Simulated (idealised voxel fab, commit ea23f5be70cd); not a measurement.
process module | voxel lift off
cross-section cut | 140 nm wide | cells 5 nm
A cross-section is a grid of square cells, given in bands from the top down. A band is one or more rows of cells.
Each band's line starts with the height of the band's top and of its bottom, in nm. Then come its materials from left to right, each with its width in nm. One material with "throughout" fills the band from edge to edge. "air" is empty space.
Height 0 is the level under which the wafer as received is all one material. The lowest band goes on downwards, as in "0 down".
A width such as "30 to 40" changes by the same amount from each row of cells to the next, from the band's top row to its bottom row.
"no change" after a step means that no cell of the cross-section changed.
closed voids: empty space of 8 cells or more with no open way to the top, each as width x height at its distance from the left edge, in nm
after a step's settings: what the simulator itself notes on the step
overlay nm, on a step with a mask: how far to the right of its planned place the mask lay; to the left if negative
plan
1 op RECEIVE | material Si
2 op CONFORMAL_DEP | material Al2O3 | thk nm 10
3 op PATTERN | tone open | mask id LINES | material resist | width nm 20 | pitch nm 35 | thk nm 25 | overlay nm -15
4 op DIRECTIONAL_DEP | material Ru | thk nm 10
5 op STRIP | etch materials resist
6 op CONFORMAL_DEP | material SiCN | thk nm 10
varied across the wafers: overlay nm of step 3. The plan shows the first wafer's value. All wafers start alike
first wafer as received, after step 1
  0 down: Si throughout
  closed voids: none
first wafer at the end, after step 6
  30 to 20: air 15 | SiCN 75 | air 50
  20 to 10: SiCN 25 | Ru 20 | SiCN 15 | Ru 20 | SiCN 60
  10 to 0: Al2O3 throughout
  0 down: Si throughout
  closed voids: none
last wafer at the end
  30 to 20: air 45 | SiCN 75 | air 20
  20 to 10: SiCN 55 | Ru 20 | SiCN 15 | Ru 20 | SiCN 30
  10 to 0: Al2O3 throughout
  0 down: Si throughout
  closed voids: none
each wafer at the end: cells of each material gained (+) or lost (-) since it was received, then its closed voids
overlay nm -15 | +56 Al2O3 | +16 Ru | +70 SiCN | closed voids: none
overlay nm -10 | +56 Al2O3 | +16 Ru | +70 SiCN | closed voids: none
overlay nm -5 | +56 Al2O3 | +16 Ru | +70 SiCN | closed voids: none
overlay nm 0 | +56 Al2O3 | +16 Ru | +70 SiCN | closed voids: none
overlay nm 5 | +56 Al2O3 | +16 Ru | +70 SiCN | closed voids: none
overlay nm 10 | +56 Al2O3 | +16 Ru | +70 SiCN | closed voids: none
overlay nm 15 | +56 Al2O3 | +16 Ru | +70 SiCN | closed voids: none
